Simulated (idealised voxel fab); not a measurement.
Name of the process module below: voxel self aligned vias
Section shown: cut. Width: 240 nm. Cell size: 5 nm, square.
In this document a cross-section is written as a grid of square cells. It is given as a series of bands, listed from the top down, and a band is one or more rows of cells.
Quick guide to a band line: top height, bottom height (nm) up front; then every material left to right with its width in nm. Only one material and it's marked "throughout"? Then it fills the band edge to edge. And "air" just means empty space.
Convention: height 0 is the level below which the wafer, as received, is all one material. The lowest band does not terminate at the bottom but continues downward, represented as "z 0 and below".
It should be noted that a width expressed as "30->40" varies in equal increments from row to row of cells within the band, taking the value of the first number at the top row and that of the second number at the bottom row.
"left unchanged" for a step: no cell of the cross-section changed in that step.
Reported under the label "Closed empty spaces" are the empty spaces having no open way to the top and comprising 8 cells or more; the notation for each is width x height at distance, in which the distance is measured from the left edge and all three values are in nm.
Step line, after settings: the simulator's comment on this step.
The "overlay nm" setting may appear on a step's line; for a step that uses a mask, it gives how far to the right of its planned position the mask lay, and a negative value indicates the left.
# Below is the list of planned process steps
1. op RECEIVE | material Si
2. op CONFORMAL_DEP | material SiO2 | thk nm 15
3. op CONFORMAL_DEP | material SiCN | thk nm 5
4. op DIRECTIONAL_DEP | material SiO2 | thk nm 25
5. op MASKED_ETCH | tone open | mask id LINES | width nm 30 | pitch nm 55 | etch materials SiO2 | depth nm 25 | overlay nm 0
6. op CONFORMAL_DEP | material TiN | thk nm 5
7. op FILL_DEP | material W | thk nm 10
8. op CMP | height nm 45
9. op SELECTIVE_ETCH | etch materials W Ru TiN | depth nm 5
10. op FILL_DEP | material SiN | thk nm 10
11. op CMP | height nm 45
12. op DIRECTIONAL_DEP | material SiO2 | thk nm 20
13. op MASKED_ETCH | tone open | mask id VIAS | width nm 40 | pitch nm 55 | etch materials SiO2 | depth nm 20 | overlay nm 0
14. op MASKED_ETCH | tone open | mask id VIAS | width nm 40 | pitch nm 55 | etch materials SiN | depth nm 5 | overlay nm 0
15. op CONFORMAL_DEP | material TiN | thk nm 5
16. op FILL_DEP | material W | thk nm 10
17. op CMP | height nm 65
18. op CONFORMAL_DEP | material SiCN | thk nm 5
# First of two wafers - as planned
# Cross-section: wafer on arrival = after step 1
	z 0 and below = Si throughout
	Closed empty spaces: none
# Cross-sectional representation of the wafer at the conclusion of step 2
	z 15 to 0 = SiO2 throughout
	No changes below 0.
# Cross-sectional representation of the wafer at the conclusion of step 3
	z 20 to 15 = SiCN throughout
	No changes below 15.
# Cross-sectional representation of the wafer at the conclusion of step 4
	z 45 to 20 = SiO2 throughout
	No changes below 20.
# Cross-sectional representation of the wafer at the conclusion of step 5
	z 45 to 20 = SiO2: 75 | air: 30 | SiO2: 25 | air: 30 | SiO2: 80
	No changes below 20.
# Cross-sectional representation of the wafer at the conclusion of step 6
	z 50 to 45 = TiN: 80 | air: 20 | TiN: 35 | air: 20 | TiN: 85
	z 45 to 25 = SiO2: 75 | TiN: 5 | air: 20 | TiN: 5 | SiO2: 25 | TiN: 5 | air: 20 | TiN: 5 | SiO2: 80
	z 25 to 20 = SiO2: 75 | TiN: 30 | SiO2: 25 | TiN: 30 | SiO2: 80
	No changes below 20.
# Cross-sectional representation of the wafer at the conclusion of step 7
	z 60 to 50 = W throughout
	z 50 to 45 = TiN: 80 | W: 20 | TiN: 35 | W: 20 | TiN: 85
	z 45 to 25 = SiO2: 75 | TiN: 5 | W: 20 | TiN: 5 | SiO2: 25 | TiN: 5 | W: 20 | TiN: 5 | SiO2: 80
	No changes below 25.
# Cross-sectional representation of the wafer at the conclusion of step 8
	z 45 to 25 = SiO2: 75 | TiN: 5 | W: 20 | TiN: 5 | SiO2: 25 | TiN: 5 | W: 20 | TiN: 5 | SiO2: 80
	No changes below 25.
# Cross-sectional representation of the wafer at the conclusion of step 9
	z 45 to 40 = SiO2: 75 | air: 30 | SiO2: 25 | air: 30 | SiO2: 80
	No changes below 40.
# Cross-sectional representation of the wafer at the conclusion of step 10
	z 55 to 45 = SiN throughout
	z 45 to 40 = SiO2: 75 | SiN: 30 | SiO2: 25 | SiN: 30 | SiO2: 80
	No changes below 40.
# Cross-sectional representation of the wafer at the conclusion of step 11
	z 45 to 40 = SiO2: 75 | SiN: 30 | SiO2: 25 | SiN: 30 | SiO2: 80
	No changes below 40.
# Cross-sectional representation of the wafer at the conclusion of step 12
	z 65 to 45 = SiO2 throughout
	No changes below 45.
# Cross-sectional representation of the wafer at the conclusion of step 13
	z 65 to 45 = SiO2: 70 | air: 40 | SiO2: 15 | air: 40 | SiO2: 75
	No changes below 45.
# Cross-sectional representation of the wafer at the conclusion of step 14
	z 65 to 45 = SiO2: 70 | air: 40 | SiO2: 15 | air: 40 | SiO2: 75
	z 45 to 40 = SiO2: 75 | air: 30 | SiO2: 25 | air: 30 | SiO2: 80
	No changes below 40.
# Cross-sectional representation of the wafer at the conclusion of step 15
	z 70 to 65 = TiN: 75 | air: 30 | TiN: 25 | air: 30 | TiN: 80
	z 65 to 50 = SiO2: 70 | TiN: 5 | air: 30 | TiN: 5 | SiO2: 15 | TiN: 5 | air: 30 | TiN: 5 | SiO2: 75
	z 50 to 45 = SiO2: 70 | TiN: 10 | air: 20 | TiN: 10 | SiO2: 15 | TiN: 10 | air: 20 | TiN: 10 | SiO2: 75
	z 45 to 40 = SiO2: 75 | TiN: 30 | SiO2: 25 | TiN: 30 | SiO2: 80
	No changes below 40.
# Cross-sectional representation of the wafer at the conclusion of step 16
	z 80 to 70 = W throughout
	z 70 to 65 = TiN: 75 | W: 30 | TiN: 25 | W: 30 | TiN: 80
	z 65 to 50 = SiO2: 70 | TiN: 5 | W: 30 | TiN: 5 | SiO2: 15 | TiN: 5 | W: 30 | TiN: 5 | SiO2: 75
	z 50 to 45 = SiO2: 70 | TiN: 10 | W: 20 | TiN: 10 | SiO2: 15 | TiN: 10 | W: 20 | TiN: 10 | SiO2: 75
	No changes below 45.
# Cross-sectional representation of the wafer at the conclusion of step 17
	z 65 to 50 = SiO2: 70 | TiN: 5 | W: 30 | TiN: 5 | SiO2: 15 | TiN: 5 | W: 30 | TiN: 5 | SiO2: 75
	No changes below 50.
# Cross-sectional representation of the wafer at the conclusion of step 18
	z 70 to 65 = SiCN throughout
	No changes below 65.
# Second wafer, same starting state and plan as the first, one mistake in the run, identical through step 1
# Cross-section, second wafer, at the end time the plan gives for step 2
	z 5 to 0 = SiCN throughout
	No changes below 0.
# Cross-section, second wafer, at the end time the plan gives for step 3
	z 20 to 5 = SiO2 throughout
	No changes below 5.
# Cross-section, second wafer, at the end time the plan gives for step 4
	z 45 to 5 = SiO2 throughout
	No changes below 5.
# Cross-section, second wafer, at the end time the plan gives for step 5
	z 45 to 20 = SiO2: 75 | air: 30 | SiO2: 25 | air: 30 | SiO2: 80
	No changes below 20.
# Cross-section, second wafer, at the end time the plan gives for step 6
	z 50 to 45 = TiN: 80 | air: 20 | TiN: 35 | air: 20 | TiN: 85
	z 45 to 25 = SiO2: 75 | TiN: 5 | air: 20 | TiN: 5 | SiO2: 25 | TiN: 5 | air: 20 | TiN: 5 | SiO2: 80
	z 25 to 20 = SiO2: 75 | TiN: 30 | SiO2: 25 | TiN: 30 | SiO2: 80
	No changes below 20.
# Cross-section, second wafer, at the end time the plan gives for step 7
	z 60 to 50 = W throughout
	z 50 to 45 = TiN: 80 | W: 20 | TiN: 35 | W: 20 | TiN: 85
	z 45 to 25 = SiO2: 75 | TiN: 5 | W: 20 | TiN: 5 | SiO2: 25 | TiN: 5 | W: 20 | TiN: 5 | SiO2: 80
	No changes below 25.
# Cross-section, second wafer, at the end time the plan gives for step 8
	z 45 to 25 = SiO2: 75 | TiN: 5 | W: 20 | TiN: 5 | SiO2: 25 | TiN: 5 | W: 20 | TiN: 5 | SiO2: 80
	No changes below 25.
# Cross-section, second wafer, at the end time the plan gives for step 9
	z 45 to 40 = SiO2: 75 | air: 30 | SiO2: 25 | air: 30 | SiO2: 80
	No changes below 40.
# Cross-section, second wafer, at the end time the plan gives for step 10
	z 55 to 45 = SiN throughout
	z 45 to 40 = SiO2: 75 | SiN: 30 | SiO2: 25 | SiN: 30 | SiO2: 80
	No changes below 40.
# Cross-section, second wafer, at the end time the plan gives for step 11
	z 45 to 40 = SiO2: 75 | SiN: 30 | SiO2: 25 | SiN: 30 | SiO2: 80
	No changes below 40.
# Cross-section, second wafer, at the end time the plan gives for step 12
	z 65 to 45 = SiO2 throughout
	No changes below 45.
# Cross-section, second wafer, at the end time the plan gives for step 13
	z 65 to 45 = SiO2: 70 | air: 40 | SiO2: 15 | air: 40 | SiO2: 75
	No changes below 45.
# Cross-section, second wafer, at the end time the plan gives for step 14
	z 65 to 45 = SiO2: 70 | air: 40 | SiO2: 15 | air: 40 | SiO2: 75
	z 45 to 40 = SiO2: 75 | air: 30 | SiO2: 25 | air: 30 | SiO2: 80
	No changes below 40.
# Cross-section, second wafer, at the end time the plan gives for step 15
	z 70 to 65 = TiN: 75 | air: 30 | TiN: 25 | air: 30 | TiN: 80
	z 65 to 50 = SiO2: 70 | TiN: 5 | air: 30 | TiN: 5 | SiO2: 15 | TiN: 5 | air: 30 | TiN: 5 | SiO2: 75
	z 50 to 45 = SiO2: 70 | TiN: 10 | air: 20 | TiN: 10 | SiO2: 15 | TiN: 10 | air: 20 | TiN: 10 | SiO2: 75
	z 45 to 40 = SiO2: 75 | TiN: 30 | SiO2: 25 | TiN: 30 | SiO2: 80
	No changes below 40.
# Cross-section, second wafer, at the end time the plan gives for step 16
	z 80 to 70 = W throughout
	z 70 to 65 = TiN: 75 | W: 30 | TiN: 25 | W: 30 | TiN: 80
	z 65 to 50 = SiO2: 70 | TiN: 5 | W: 30 | TiN: 5 | SiO2: 15 | TiN: 5 | W: 30 | TiN: 5 | SiO2: 75
	z 50 to 45 = SiO2: 70 | TiN: 10 | W: 20 | TiN: 10 | SiO2: 15 | TiN: 10 | W: 20 | TiN: 10 | SiO2: 75
	No changes below 45.
# Cross-section, second wafer, at the end time the plan gives for step 17
	z 65 to 50 = SiO2: 70 | TiN: 5 | W: 30 | TiN: 5 | SiO2: 15 | TiN: 5 | W: 30 | TiN: 5 | SiO2: 75
	No changes below 50.
# Cross-section, second wafer, at the end time the plan gives for step 18
	z 70 to 65 = SiCN throughout
	No changes below 65.
What broke from the plan during processing? contrary to the plan, steps 2 and 3 were processed in exchanged order
So at the finish, the second wafer's got exactly as many cells of each material as the first, just not in the same spots.
